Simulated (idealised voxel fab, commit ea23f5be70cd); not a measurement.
This section sets out a process module, namely voxel self aligned vias.
Each square cell in cross-section cut measures 5 nm, and the section as a whole is 190 nm wide.
In this document a cross-section is written as a grid of square cells. It is given as a series of bands, listed from the top down, and a band is one or more rows of cells.
Band entry format. Leading values: height of top, height of bottom, nm. Remainder: materials in left-to-right order, each with its width in nm. Special words: "everywhere" on a single material, which then fills the band edge to edge; "empty", empty space.
Heights are reckoned from 0. Under this level, the received wafer is all of one material. The bottommost band is open-ended downward, for example "0..down".
Think of "30 to 40" as a width that walks from the first number to the second as you go down the band, top row to bottom row, taking equal-sized steps from row to row.
When a step is marked "no change", none of the cells in the cross-section changed during that step.
Closed-off voids of 8+ cells (no open route to the top) go in "Cavities, sealed", written width x height at distance from the left edge, in nm.
Step line, after settings: the simulator's comment on this step.
"overlay nm" denotes, for a step that has a mask, the displacement of the mask to the right of its planned place, with negative values corresponding to the left.
If you're wondering how to read the rest of this, here's the deal. It's pairs of cross-sections: one from before a process step, one from after it. The after one is only drawn as far down as the lowest band that changed. Right under each pair you'll see which step sits between them and what its settings were. Don't read the pairs as one continuous story, though. They can come from different runs of this module on the same starting wafer, and a pair only carries on from the one above it where its entry headed "State before" says so.
-- State before
    0..down  Si everywhere
    Cavities, sealed: none
-- Post-Process View
    15..0  SiO2 everywhere
    Everything below 0 is unchanged.
    Cavities, sealed: none
Between the cross-sections above, the step performed was CONFORMAL_DEP (material SiO2; thk nm 15)
State before: The structure entering this step is exactly what the pair just above shows after its step.
-- Post-Process View
    20..15  SiCN everywhere
    Everything below 15 is unchanged.
    Cavities, sealed: none
Between the cross-sections above, the step performed was CONFORMAL_DEP (material SiCN; thk nm 5)
State before: The structure entering this step is exactly what the pair just above shows after its step.
-- Post-Process View
    50..20  SiO2 everywhere
    Everything below 20 is unchanged.
    Cavities, sealed: none
Between the cross-sections above, the step performed was DIRECTIONAL_DEP (material SiO2; thk nm 30)
State before: The structure entering this step is exactly what the pair just above shows after its step.
-- Post-Process View
    60..50  aC everywhere
    Everything below 50 is unchanged.
    Cavities, sealed: none
Between the cross-sections above, the step performed was DIRECTIONAL_DEP (material aC; thk nm 10)
State before: The structure entering this step is exactly what the pair just above shows after its step.
-- Post-Process View
    90..60  resist (45), then empty (25), then resist (50), then empty (25), then resist (45)
    Everything below 60 is unchanged.
    Cavities, sealed: none
Between the cross-sections above, the step performed was PATTERN (tone open; mask id LINES; material resist; width nm 25; pitch nm 75; thk nm 30; overlay nm 0)
State before: The structure entering this step is exactly what the pair just above shows after its step.
-- Post-Process View
    80..60  resist (45), then empty (25), then resist (50), then empty (25), then resist (45)
    60..50  aC (45), then empty (25), then aC (50), then empty (25), then aC (45)
    Everything below 50 is unchanged.
    Cavities, sealed: none
Between the cross-sections above, the step performed was DIRECTIONAL_ETCH (etch materials aC; depth nm 10)
State before: The structure entering this step is exactly what the pair just above shows after its step.
-- Post-Process View
    60..50  aC (45), then empty (25), then aC (50), then empty (25), then aC (45)
    Everything below 50 is unchanged.
    Cavities, sealed: none
Between the cross-sections above, the step performed was STRIP (etch materials resist)
State before: The structure entering this step is exactly what the pair just above shows after its step.
-- Post-Process View
    60..50  aC (45), then empty (25), then aC (50), then empty (25), then aC (45)
    50..20  SiO2 (45), then empty (25), then SiO2 (50), then empty (25), then SiO2 (45)
    Everything below 20 is unchanged.
    Cavities, sealed: none
Between the cross-sections above, the step performed was DIRECTIONAL_ETCH (etch materials SiO2; depth nm 30)
State before: The structure entering this step is exactly what the pair just above shows after its step.
-- Post-Process View
    50..20  SiO2 (45), then empty (25), then SiO2 (50), then empty (25), then SiO2 (45)
    Everything below 20 is unchanged.
    Cavities, sealed: none
Between the cross-sections above, the step performed was STRIP (etch materials aC)
State before: The structure entering this step is exactly what the pair just above shows after its step.
-- Post-Process View
    55..50  TiN (50), then empty (15), then TiN (60), then empty (15), then TiN (50)
    50..25  SiO2 (45), then TiN (5), then empty (15), then TiN (5), then SiO2 (50), then TiN (5), then empty (15), then TiN (5), then SiO2 (45)
    25..20  SiO2 (45), then TiN (25), then SiO2 (50), then TiN (25), then SiO2 (45)
    Everything below 20 is unchanged.
    Cavities, sealed: none
Between the cross-sections above, the step performed was CONFORMAL_DEP (material TiN; thk nm 5)
State before: The structure entering this step is exactly what the pair just above shows after its step.
-- Post-Process View
    65..55  W everywhere
    55..50  TiN (50), then W (15), then TiN (60), then W (15), then TiN (50)
    50..25  SiO2 (45), then TiN (5), then W (15), then TiN (5), then SiO2 (50), then TiN (5), then W (15), then TiN (5), then SiO2 (45)
    Everything below 25 is unchanged.
    Cavities, sealed: none
Between the cross-sections above, the step performed was FILL_DEP (material W; thk nm 10)
State before: The structure entering this step is exactly what the pair just above shows after its step.
-- Post-Process View
    50..25  SiO2 (45), then TiN (5), then W (15), then TiN (5), then SiO2 (50), then TiN (5), then W (15), then TiN (5), then SiO2 (45)
    Everything below 25 is unchanged.
    Cavities, sealed: none
Between the cross-sections above, the step performed was CMP (height nm 50)
State before: The structure entering this step is exactly what the pair just above shows after its step.
-- Post-Process View
    50..45  SiO2 (45), then empty (25), then SiO2 (50), then empty (25), then SiO2 (45)
    Everything below 45 is unchanged.
    Cavities, sealed: none
Between the cross-sections above, the step performed was SELECTIVE_ETCH (etch materials W Ru TiN; depth nm 5)
State before: The structure entering this step is exactly what the pair just above shows after its step.
-- Post-Process View
    55..50  SiN everywhere
    50..45  SiO2 (45), then SiN (25), then SiO2 (50), then SiN (25), then SiO2 (45)
    Everything below 45 is unchanged.
    Cavities, sealed: none
Between the cross-sections above, the step performed was FILL_DEP (material SiN; thk nm 5)
State before: The structure entering this step is exactly what the pair just above shows after its step.
-- Post-Process View
    50..45  SiO2 (45), then SiN (25), then SiO2 (50), then SiN (25), then SiO2 (45)
    Everything below 45 is unchanged.
    Cavities, sealed: none
Between the cross-sections above, the step performed was CMP (height nm 50)
State before: The structure entering this step is exactly what the pair just above shows after its step.
-- Post-Process View
    70..50  SiO2 everywhere
    Everything below 50 is unchanged.
    Cavities, sealed: none
Between the cross-sections above, the step performed was DIRECTIONAL_DEP (material SiO2; thk nm 20)
State before: The structure entering this step is exactly what the pair just above shows after its step.
-- Post-Process View
    70..50  SiO2 (35), then empty (45), then SiO2 (30), then empty (45), then SiO2 (35)
    Everything below 50 is unchanged.
    Cavities, sealed: none
Between the cross-sections above, the step performed was MASKED_ETCH (tone open; mask id VIAS; width nm 45; pitch nm 75; etch materials SiO2; depth nm 20; overlay nm 0)
State before: The structure entering this step is exactly what the pair just above shows after its step.
-- Post-Process View
    70..50  SiO2 (35), then empty (45), then SiO2 (30), then empty (45), then SiO2 (35)
    50..45  SiO2 (45), then empty (25), then SiO2 (50), then empty (25), then SiO2 (45)
    Everything below 45 is unchanged.
    Cavities, sealed: none
Between the cross-sections above, the step performed was MASKED_ETCH (tone open; mask id VIAS; width nm 45; pitch nm 75; etch materials SiN; depth nm 5; overlay nm 0)
State before: The structure entering this step is exactly what the pair just above shows after its step.
-- Post-Process View
    75..70  TiN (40), then empty (35), then TiN (40), then empty (35), then TiN (40)
    70..55  SiO2 (35), then TiN (5), then empty (35), then TiN (5), then SiO2 (30), then TiN (5), then empty (35), then TiN (5), then SiO2 (35)
    55..50  SiO2 (35), then TiN (15), then empty (15), then TiN (15), then SiO2 (30), then TiN (15), then empty (15), then TiN (15), then SiO2 (35)
    50..45  SiO2 (45), then TiN (25), then SiO2 (50), then TiN (25), then SiO2 (45)
    Everything below 45 is unchanged.
    Cavities, sealed: none
Between the cross-sections above, the step performed was CONFORMAL_DEP (material TiN; thk nm 5)
State before: The structure entering this step is exactly what the pair just above shows after its step.
-- Post-Process View
    80..75  W everywhere
    75..70  TiN (40), then W (35), then TiN (40), then W (35), then TiN (40)
    70..55  SiO2 (35), then TiN (5), then W (35), then TiN (5), then SiO2 (30), then TiN (5), then W (35), then TiN (5), then SiO2 (35)
    55..50  SiO2 (35), then TiN (15), then W (15), then TiN (15), then SiO2 (30), then TiN (15), then W (15), then TiN (15), then SiO2 (35)
    Everything below 50 is unchanged.
    Cavities, sealed: none
Between the cross-sections above, the step performed was FILL_DEP (material W; thk nm 5)
State before: The structure entering this step is exactly what the pair just above shows after its step.
-- Post-Process View
    70..55  SiO2 (35), then TiN (5), then W (35), then TiN (5), then SiO2 (30), then TiN (5), then W (35), then TiN (5), then SiO2 (35)
    Everything below 55 is unchanged.
    Cavities, sealed: none
Between the cross-sections above, the step performed was CMP (height nm 70)
State before: The structure entering this step is exactly what the pair just above shows after its step.
-- Post-Process View
    75..70  SiCN everywhere
    Everything below 70 is unchanged.
    Cavities, sealed: none
Between the cross-sections above, the step performed was CONFORMAL_DEP (material SiCN; thk nm 5)
-- State before
    0..down  Si everywhere
    Cavities, sealed: none
-- Post-Process View
    5..0  SiCN everywhere
    Everything below 0 is unchanged.
    Cavities, sealed: none
Between the cross-sections above, the step performed was CONFORMAL_DEP (material SiCN; thk nm 5)
State before: The structure entering this step is exactly what the pair just above shows after its step.
-- Post-Process View
    35..5  SiO2 everywhere
    Everything below 5 is unchanged.
    Cavities, sealed: none
Between the cross-sections above, the step performed was DIRECTIONAL_DEP (material SiO2; thk nm 30)
State before: The structure entering this step is exactly what the pair just above shows after its step.
-- Post-Process View
    45..35  aC everywhere
    Everything below 35 is unchanged.
    Cavities, sealed: none
Between the cross-sections above, the step performed was DIRECTIONAL_DEP (material aC; thk nm 10)
State before: The structure entering this step is exactly what the pair just above shows after its step.
-- Post-Process View
    75..45  resist (45), then empty (25), then resist (50), then empty (25), then resist (45)
    Everything below 45 is unchanged.
    Cavities, sealed: none
Between the cross-sections above, the step performed was PATTERN (tone open; mask id LINES; material resist; width nm 25; pitch nm 75; thk nm 30; overlay nm 0)
State before: The structure entering this step is exactly what the pair just above shows after its step.
-- Post-Process View
    65..45  resist (45), then empty (25), then resist (50), then empty (25), then resist (45)
    45..35  aC (45), then empty (25), then aC (50), then empty (25), then aC (45)
    Everything below 35 is unchanged.
    Cavities, sealed: none
Between the cross-sections above, the step performed was DIRECTIONAL_ETCH (etch materials aC; depth nm 10)
State before: The structure entering this step is exactly what the pair just above shows after its step.
-- Post-Process View
    45..35  aC (45), then empty (25), then aC (50), then empty (25), then aC (45)
    Everything below 35 is unchanged.
    Cavities, sealed: none
Between the cross-sections above, the step performed was STRIP (etch materials resist)
State before: The structure entering this step is exactly what the pair just above shows after its step.
-- Post-Process View
    45..35  aC (45), then empty (25), then aC (50), then empty (25), then aC (45)
    35..5  SiO2 (45), then empty (25), then SiO2 (50), then empty (25), then SiO2 (45)
    Everything below 5 is unchanged.
    Cavities, sealed: none
Between the cross-sections above, the step performed was DIRECTIONAL_ETCH (etch materials SiO2; depth nm 30)
State before: The structure entering this step is exactly what the pair just above shows after its step.
-- Post-Process View
    35..5  SiO2 (45), then empty (25), then SiO2 (50), then empty (25), then SiO2 (45)
    Everything below 5 is unchanged.
    Cavities, sealed: none
Between the cross-sections above, the step performed was STRIP (etch materials aC)
State before: The structure entering this step is exactly what the pair just above shows after its step.
-- Post-Process View
    40..35  TiN (50), then empty (15), then TiN (60), then empty (15), then TiN (50)
    35..10  SiO2 (45), then TiN (5), then empty (15), then TiN (5), then SiO2 (50), then TiN (5), then empty (15), then TiN (5), then SiO2 (45)
    10..5  SiO2 (45), then TiN (25), then SiO2 (50), then TiN (25), then SiO2 (45)
    Everything below 5 is unchanged.
    Cavities, sealed: none
Between the cross-sections above, the step performed was CONFORMAL_DEP (material TiN; thk nm 5)
State before: The structure entering this step is exactly what the pair just above shows after its step.
-- Post-Process View
    50..40  W everywhere
    40..35  TiN (50), then W (15), then TiN (60), then W (15), then TiN (50)
    35..10  SiO2 (45), then TiN (5), then W (15), then TiN (5), then SiO2 (50), then TiN (5), then W (15), then TiN (5), then SiO2 (45)
    Everything below 10 is unchanged.
    Cavities, sealed: none
Between the cross-sections above, the step performed was FILL_DEP (material W; thk nm 10)
State before: The structure entering this step is exactly what the pair just above shows after its step.
-- Post-Process View
    45..40  W everywhere
    Everything below 40 is unchanged.
    Cavities, sealed: none
Between the cross-sections above, the step performed was SELECTIVE_ETCH (etch materials W Ru TiN; depth nm 5)
State before: The structure entering this step is exactly what the pair just above shows after its step.
-- Post-Process View
    50..45  SiN everywhere
    Everything below 45 is unchanged.
    Cavities, sealed: none
Between the cross-sections above, the step performed was FILL_DEP (material SiN; thk nm 5)
State before: The structure entering this step is exactly what the pair just above shows after its step.
-- Post-Process View
    70..50  SiO2 everywhere
    Everything below 50 is unchanged.
    Cavities, sealed: none
Between the cross-sections above, the step performed was DIRECTIONAL_DEP (material SiO2; thk nm 20)
State before: The structure entering this step is exactly what the pair just above shows after its step.
-- Post-Process View
    70..50  SiO2 (35), then empty (45), then SiO2 (30), then empty (45), then SiO2 (35)
    Everything below 50 is unchanged.
    Cavities, sealed: none
Between the cross-sections above, the step performed was MASKED_ETCH (tone open; mask id VIAS; width nm 45; pitch nm 75; etch materials SiO2; depth nm 20; overlay nm 0)
State before: The structure entering this step is exactly what the pair just above shows after its step.
-- Post-Process View
    70..50  SiO2 (35), then empty (45), then SiO2 (30), then empty (45), then SiO2 (35)
    50..45  SiN (35), then empty (45), then SiN (30), then empty (45), then SiN (35)
    Everything below 45 is unchanged.
    Cavities, sealed: none
Between the cross-sections above, the step performed was MASKED_ETCH (tone open; mask id VIAS; width nm 45; pitch nm 75; etch materials SiN; depth nm 5; overlay nm 0)
State before: The structure entering this step is exactly what the pair just above shows after its step.
-- Post-Process View
    75..70  TiN (40), then empty (35), then TiN (40), then empty (35), then TiN (40)
    70..50  SiO2 (35), then TiN (5), then empty (35), then TiN (5), then SiO2 (30), then TiN (5), then empty (35), then TiN (5), then SiO2 (35)
    50..45  SiN (35), then TiN (45), then SiN (30), then TiN (45), then SiN (35)
    Everything below 45 is unchanged.
    Cavities, sealed: none
Between the cross-sections above, the step performed was CONFORMAL_DEP (material TiN; thk nm 5)
State before: The structure entering this step is exactly what the pair just above shows after its step.
-- Post-Process View
    80..75  W everywhere
    75..70  TiN (40), then W (35), then TiN (40), then W (35), then TiN (40)
    70..50  SiO2 (35), then TiN (5), then W (35), then TiN (5), then SiO2 (30), then TiN (5), then W (35), then TiN (5), then SiO2 (35)
    Everything below 50 is unchanged.
    Cavities, sealed: none
Between the cross-sections above, the step performed was FILL_DEP (material W; thk nm 5)
State before: The structure entering this step is exactly what the pair just above shows after its step.
-- Post-Process View
    70..50  SiO2 (35), then TiN (5), then W (35), then TiN (5), then SiO2 (30), then TiN (5), then W (35), then TiN (5), then SiO2 (35)
    Everything below 50 is unchanged.
    Cavities, sealed: none
Between the cross-sections above, the step performed was CMP (height nm 70)
State before: The structure entering this step is exactly what the pair just above shows after its step.
-- Post-Process View
    75..70  SiCN everywhere
    Everything below 70 is unchanged.
    Cavities, sealed: none
Between the cross-sections above, the step performed was CONFORMAL_DEP (material SiCN; thk nm 5)
-- State before
    70..50  SiO2 (35), then empty (45), then SiO2 (30), then empty (45), then SiO2 (35)
    50..45  SiO2 (45), then SiN (25), then SiO2 (50), then SiN (25), then SiO2 (45)
    45..25  SiO2 (45), then TiN (5), then W (15), then TiN (5), then SiO2 (50), then TiN (5), then W (15), then TiN (5), then SiO2 (45)
    25..20  SiO2 (45), then TiN (25), then SiO2 (50), then TiN (25), then SiO2 (45)
    20..15  SiCN everywhere
    15..0  SiO2 everywhere
    0..down  Si everywhere
    Cavities, sealed: none
-- Post-Process View
    70..50  SiO2 (35), then empty (45), then SiO2 (30), then empty (45), then SiO2 (35)
    50..45  SiO2 (35), then empty (10), then SiN (25), then empty (10), then SiO2 (30), then empty (10), then SiN (25), then empty (10), then SiO2 (35)
    45..30  SiO2 (35), then empty (10), then TiN (5), then W (15), then TiN (5), then empty (10), then SiO2 (30), then empty (10), then TiN (5), then W (15), then TiN (5), then empty (10), then SiO2 (35)
    Everything below 30 is unchanged.
    Cavities, sealed: none
Between the cross-sections above, the step performed was MASKED_ETCH (tone open; mask id VIAS; width nm 45; pitch nm 75; etch materials SiO2; depth nm 20; overlay nm 0)
State before: The structure entering this step is exactly what the pair just above shows after its step.
-- Post-Process View
    70..45  SiO2 (35), then empty (45), then SiO2 (30), then empty (45), then SiO2 (35)
    Everything below 45 is unchanged.
    Cavities, sealed: none
Between the cross-sections above, the step performed was MASKED_ETCH (tone open; mask id VIAS; width nm 45; pitch nm 75; etch materials SiN; depth nm 5; overlay nm 0)
State before: The structure entering this step is exactly what the pair just above shows after its step.
-- Post-Process View
    75..70  TiN (40), then empty (35), then TiN (40), then empty (35), then TiN (40)
    70..50  SiO2 (35), then TiN (5), then empty (35), then TiN (5), then SiO2 (30), then TiN (5), then empty (35), then TiN (5), then SiO2 (35)
    50..45  SiO2 (35), then TiN (45), then SiO2 (30), then TiN (45), then SiO2 (35)
    45..30  SiO2 (35), then TiN (15), then W (15), then TiN (15), then SiO2 (30), then TiN (15), then W (15), then TiN (15), then SiO2 (35)
    Everything below 30 is unchanged.
    Cavities, sealed: none
Between the cross-sections above, the step performed was CONFORMAL_DEP (material TiN; thk nm 5)
State before: The structure entering this step is exactly what the pair just above shows after its step.
-- Post-Process View
    80..75  W everywhere
    75..70  TiN (40), then W (35), then TiN (40), then W (35), then TiN (40)
    70..50  SiO2 (35), then TiN (5), then W (35), then TiN (5), then SiO2 (30), then TiN (5), then W (35), then TiN (5), then SiO2 (35)
    Everything below 50 is unchanged.
    Cavities, sealed: none
Between the cross-sections above, the step performed was FILL_DEP (material W; thk nm 5)
State before: The structure entering this step is exactly what the pair just above shows after its step.
-- Post-Process View
    70..50  SiO2 (35), then TiN (5), then W (35), then TiN (5), then SiO2 (30), then TiN (5), then W (35), then TiN (5), then SiO2 (35)
    Everything below 50 is unchanged.
    Cavities, sealed: none
Between the cross-sections above, the step performed was CMP (height nm 70)
State before: The structure entering this step is exactly what the pair just above shows after its step.
-- Post-Process View
    75..70  SiCN everywhere
    Everything below 70 is unchanged.
    Cavities, sealed: none
Between the cross-sections above, the step performed was CONFORMAL_DEP (material SiCN; thk nm 5)
-- State before
    5..0  SiCN everywhere
    0..down  Si everywhere
    Cavities, sealed: none
-- Post-Process View
    20..5  SiO2 everywhere
    Everything below 5 is unchanged.
    Cavities, sealed: none
Between the cross-sections above, the step performed was CONFORMAL_DEP (material SiO2; thk nm 15)
State before: The structure entering this step is exactly what the pair just above shows after its step.
-- Post-Process View
    50..5  SiO2 everywhere
    Everything below 5 is unchanged.
    Cavities, sealed: none
Between the cross-sections above, the step performed was DIRECTIONAL_DEP (material SiO2; thk nm 30)
State before: The structure entering this step is exactly what the pair just above shows after its step.
-- Post-Process View
    60..50  aC everywhere
    Everything below 50 is unchanged.
    Cavities, sealed: none
Between the cross-sections above, the step performed was DIRECTIONAL_DEP (material aC; thk nm 10)
State before: The structure entering this step is exactly what the pair just above shows after its step.
-- Post-Process View
    90..60  resist (45), then empty (25), then resist (50), then empty (25), then resist (45)
    Everything below 60 is unchanged.
    Cavities, sealed: none
Between the cross-sections above, the step performed was PATTERN (tone open; mask id LINES; material resist; width nm 25; pitch nm 75; thk nm 30; overlay nm 0)
State before: The structure entering this step is exactly what the pair just above shows after its step.
-- Post-Process View
    80..60  resist (45), then empty (25), then resist (50), then empty (25), then resist (45)
    60..50  aC (45), then empty (25), then aC (50), then empty (25), then aC (45)
    Everything below 50 is unchanged.
    Cavities, sealed: none
Between the cross-sections above, the step performed was DIRECTIONAL_ETCH (etch materials aC; depth nm 10)
State before: The structure entering this step is exactly what the pair just above shows after its step.
-- Post-Process View
    60..50  aC (45), then empty (25), then aC (50), then empty (25), then aC (45)
    Everything below 50 is unchanged.
    Cavities, sealed: none
Between the cross-sections above, the step performed was STRIP (etch materials resist)
State before: The structure entering this step is exactly what the pair just above shows after its step.
-- Post-Process View
    60..50  aC (45), then empty (25), then aC (50), then empty (25), then aC (45)
    50..20  SiO2 (45), then empty (25), then SiO2 (50), then empty (25), then SiO2 (45)
    Everything below 20 is unchanged.
    Cavities, sealed: none
Between the cross-sections above, the step performed was DIRECTIONAL_ETCH (etch materials SiO2; depth nm 30)
State before: The structure entering this step is exactly what the pair just above shows after its step.
-- Post-Process View
    50..20  SiO2 (45), then empty (25), then SiO2 (50), then empty (25), then SiO2 (45)
    Everything below 20 is unchanged.
    Cavities, sealed: none
Between the cross-sections above, the step performed was STRIP (etch materials aC)
State before: The structure entering this step is exactly what the pair just above shows after its step.
-- Post-Process View
    55..50  TiN (50), then empty (15), then TiN (60), then empty (15), then TiN (50)
    50..25  SiO2 (45), then TiN (5), then empty (15), then TiN (5), then SiO2 (50), then TiN (5), then empty (15), then TiN (5), then SiO2 (45)
    25..20  SiO2 (45), then TiN (25), then SiO2 (50), then TiN (25), then SiO2 (45)
    Everything below 20 is unchanged.
    Cavities, sealed: none
Between the cross-sections above, the step performed was CONFORMAL_DEP (material TiN; thk nm 5)
State before: The structure entering this step is exactly what the pair just above shows after its step.
-- Post-Process View
    65..55  W everywhere
    55..50  TiN (50), then W (15), then TiN (60), then W (15), then TiN (50)
    50..25  SiO2 (45), then TiN (5), then W (15), then TiN (5), then SiO2 (50), then TiN (5), then W (15), then TiN (5), then SiO2 (45)
    Everything below 25 is unchanged.
    Cavities, sealed: none
Between the cross-sections above, the step performed was FILL_DEP (material W; thk nm 10)
State before: The structure entering this step is exactly what the pair just above shows after its step.
-- Post-Process View
    50..25  SiO2 (45), then TiN (5), then W (15), then TiN (5), then SiO2 (50), then TiN (5), then W (15), then TiN (5), then SiO2 (45)
    Everything below 25 is unchanged.
    Cavities, sealed: none
Between the cross-sections above, the step performed was CMP (height nm 50)
State before: The structure entering this step is exactly what the pair just above shows after its step.
-- Post-Process View
    50..45  SiO2 (45), then empty (25), then SiO2 (50), then empty (25), then SiO2 (45)
    Everything below 45 is unchanged.
    Cavities, sealed: none
Between the cross-sections above, the step performed was SELECTIVE_ETCH (etch materials W Ru TiN; depth nm 5)
State before: The structure entering this step is exactly what the pair just above shows after its step.
-- Post-Process View
    55..50  SiN everywhere
    50..45  SiO2 (45), then SiN (25), then SiO2 (50), then SiN (25), then SiO2 (45)
    Everything below 45 is unchanged.
    Cavities, sealed: none
Between the cross-sections above, the step performed was FILL_DEP (material SiN; thk nm 5)
State before: The structure entering this step is exactly what the pair just above shows after its step.
-- Post-Process View
    50..45  SiO2 (45), then SiN (25), then SiO2 (50), then SiN (25), then SiO2 (45)
    Everything below 45 is unchanged.
    Cavities, sealed: none
Between the cross-sections above, the step performed was CMP (height nm 50)
State before: The structure entering this step is exactly what the pair just above shows after its step.
-- Post-Process View
    70..50  SiO2 everywhere
    Everything below 50 is unchanged.
    Cavities, sealed: none
Between the cross-sections above, the step performed was DIRECTIONAL_DEP (material SiO2; thk nm 20)
State before: The structure entering this step is exactly what the pair just above shows after its step.
-- Post-Process View
    70..50  SiO2 (35), then empty (45), then SiO2 (30), then empty (45), then SiO2 (35)
    Everything below 50 is unchanged.
    Cavities, sealed: none
Between the cross-sections above, the step performed was MASKED_ETCH (tone open; mask id VIAS; width nm 45; pitch nm 75; etch materials SiO2; depth nm 20; overlay nm 0)
State before: The structure entering this step is exactly what the pair just above shows after its step.
-- Post-Process View
    70..50  SiO2 (35), then empty (45), then SiO2 (30), then empty (45), then SiO2 (35)
    50..45  SiO2 (45), then empty (25), then SiO2 (50), then empty (25), then SiO2 (45)
    Everything below 45 is unchanged.
    Cavities, sealed: none
Between the cross-sections above, the step performed was MASKED_ETCH (tone open; mask id VIAS; width nm 45; pitch nm 75; etch materials SiN; depth nm 5; overlay nm 0)
State before: The structure entering this step is exactly what the pair just above shows after its step.
-- Post-Process View
    75..70  TiN (40), then empty (35), then TiN (40), then empty (35), then TiN (40)
    70..55  SiO2 (35), then TiN (5), then empty (35), then TiN (5), then SiO2 (30), then TiN (5), then empty (35), then TiN (5), then SiO2 (35)
    55..50  SiO2 (35), then TiN (15), then empty (15), then TiN (15), then SiO2 (30), then TiN (15), then empty (15), then TiN (15), then SiO2 (35)
    50..45  SiO2 (45), then TiN (25), then SiO2 (50), then TiN (25), then SiO2 (45)
    Everything below 45 is unchanged.
    Cavities, sealed: none
Between the cross-sections above, the step performed was CONFORMAL_DEP (material TiN; thk nm 5)
State before: The structure entering this step is exactly what the pair just above shows after its step.
-- Post-Process View
    80..75  W everywhere
    75..70  TiN (40), then W (35), then TiN (40), then W (35), then TiN (40)
    70..55  SiO2 (35), then TiN (5), then W (35), then TiN (5), then SiO2 (30), then TiN (5), then W (35), then TiN (5), then SiO2 (35)
    55..50  SiO2 (35), then TiN (15), then W (15), then TiN (15), then SiO2 (30), then TiN (15), then W (15), then TiN (15), then SiO2 (35)
    Everything below 50 is unchanged.
    Cavities, sealed: none
Between the cross-sections above, the step performed was FILL_DEP (material W; thk nm 5)
State before: The structure entering this step is exactly what the pair just above shows after its step.
-- Post-Process View
    70..55  SiO2 (35), then TiN (5), then W (35), then TiN (5), then SiO2 (30), then TiN (5), then W (35), then TiN (5), then SiO2 (35)
    Everything below 55 is unchanged.
    Cavities, sealed: none
Between the cross-sections above, the step performed was CMP (height nm 70)
State before: The structure entering this step is exactly what the pair just above shows after its step.
-- Post-Process View
    75..70  SiCN everywhere
    Everything below 70 is unchanged.
    Cavities, sealed: none
Between the cross-sections above, the step performed was CONFORMAL_DEP (material SiCN; thk nm 5)
-- State before
    65..55  W everywhere
    55..50  TiN (50), then W (15), then TiN (60), then W (15), then TiN (50)
    50..25  SiO2 (45), then TiN (5), then W (15), then TiN (5), then SiO2 (50), then TiN (5), then W (15), then TiN (5), then SiO2 (45)
    25..20  SiO2 (45), then TiN (25), then SiO2 (50), then TiN (25), then SiO2 (45)
    20..15  SiCN everywhere
    15..0  SiO2 everywhere
    0..down  Si everywhere
    Cavities, sealed: none
-- Post-Process View
    45..25  SiO2 (45), then TiN (5), then W (15), then TiN (5), then SiO2 (50), then TiN (5), then W (15), then TiN (5), then SiO2 (45)
    Everything below 25 is unchanged.
    Cavities, sealed: none
Between the cross-sections above, the step performed was CMP (height nm 45)
State before: The structure entering this step is exactly what the pair just above shows after its step.
-- Post-Process View
    45..40  SiO2 (45), then empty (25), then SiO2 (50), then empty (25), then SiO2 (45)
    Everything below 40 is unchanged.
    Cavities, sealed: none
Between the cross-sections above, the step performed was SELECTIVE_ETCH (etch materials W Ru TiN; depth nm 5)
State before: The structure entering this step is exactly what the pair just above shows after its step.
-- Post-Process View
    50..45  SiN everywhere
    45..40  SiO2 (45), then SiN (25), then SiO2 (50), then SiN (25), then SiO2 (45)
    Everything below 40 is unchanged.
    Cavities, sealed: none
Between the cross-sections above, the step performed was FILL_DEP (material SiN; thk nm 5)
State before: The structure entering this step is exactly what the pair just above shows after its step.
-- Post-Process View
    70..50  SiO2 everywhere
    Everything below 50 is unchanged.
    Cavities, sealed: none
Between the cross-sections above, the step performed was DIRECTIONAL_DEP (material SiO2; thk nm 20)
State before: The structure entering this step is exactly what the pair just above shows after its step.
-- Post-Process View
    70..50  SiO2 (35), then empty (45), then SiO2 (30), then empty (45), then SiO2 (35)
    Everything below 50 is unchanged.
    Cavities, sealed: none
Between the cross-sections above, the step performed was MASKED_ETCH (tone open; mask id VIAS; width nm 45; pitch nm 75; etch materials SiO2; depth nm 20; overlay nm 0)
State before: The structure entering this step is exactly what the pair just above shows after its step.
-- Post-Process View
    70..50  SiO2 (35), then empty (45), then SiO2 (30), then empty (45), then SiO2 (35)
    50..45  SiN (35), then empty (45), then SiN (30), then empty (45), then SiN (35)
    Everything below 45 is unchanged.
    Cavities, sealed: none
Between the cross-sections above, the step performed was MASKED_ETCH (tone open; mask id VIAS; width nm 45; pitch nm 75; etch materials SiN; depth nm 5; overlay nm 0)
State before: The structure entering this step is exactly what the pair just above shows after its step.
-- Post-Process View
    75..70  TiN (40), then empty (35), then TiN (40), then empty (35), then TiN (40)
    70..50  SiO2 (35), then TiN (5), then empty (35), then TiN (5), then SiO2 (30), then TiN (5), then empty (35), then TiN (5), then SiO2 (35)
    50..45  SiN (35), then TiN (45), then SiN (30), then TiN (45), then SiN (35)
    Everything below 45 is unchanged.
    Cavities, sealed: none
Between the cross-sections above, the step performed was CONFORMAL_DEP (material TiN; thk nm 5)
State before: The structure entering this step is exactly what the pair just above shows after its step.
-- Post-Process View
    80..75  W everywhere
    75..70  TiN (40), then W (35), then TiN (40), then W (35), then TiN (40)
    70..50  SiO2 (35), then TiN (5), then W (35), then TiN (5), then SiO2 (30), then TiN (5), then W (35), then TiN (5), then SiO2 (35)
    Everything below 50 is unchanged.
    Cavities, sealed: none
Between the cross-sections above, the step performed was FILL_DEP (material W; thk nm 5)
State before: The structure entering this step is exactly what the pair just above shows after its step.
-- Post-Process View
    70..50  SiO2 (35), then TiN (5), then W (35), then TiN (5), then SiO2 (30), then TiN (5), then W (35), then TiN (5), then SiO2 (35)
    Everything below 50 is unchanged.
    Cavities, sealed: none
Between the cross-sections above, the step performed was CMP (height nm 70)
State before: The structure entering this step is exactly what the pair just above shows after its step.
-- Post-Process View
    75..70  SiCN everywhere
    Everything below 70 is unchanged.
    Cavities, sealed: none
Between the cross-sections above, the step performed was CONFORMAL_DEP (material SiCN; thk nm 5)
-- State before
    60..50  aC everywhere
    50..20  SiO2 everywhere
    20..15  SiCN everywhere
    15..0  SiO2 everywhere
    0..down  Si everywhere
    Cavities, sealed: none
-- Post-Process View
    90..60  resist (45), then empty (30), then resist (45), then empty (30), then resist (40)
    Everything below 60 is unchanged.
    Cavities, sealed: none
Between the cross-sections above, the step performed was PATTERN (tone open; mask id LINES; material resist; width nm 30; pitch nm 75; thk nm 30; overlay nm 0)
State before: The structure entering this step is exactly what the pair just above shows after its step.
-- Post-Process View
    80..60  resist (45), then empty (30), then resist (45), then empty (30), then resist (40)
    60..50  aC (45), then empty (30), then aC (45), then empty (30), then aC (40)
    Everything below 50 is unchanged.
    Cavities, sealed: none
Between the cross-sections above, the step performed was DIRECTIONAL_ETCH (etch materials aC; depth nm 10)
State before: The structure entering this step is exactly what the pair just above shows after its step.
-- Post-Process View
    60..50  aC (45), then empty (30), then aC (45), then empty (30), then aC (40)
    Everything below 50 is unchanged.
    Cavities, sealed: none
Between the cross-sections above, the step performed was STRIP (etch materials resist)
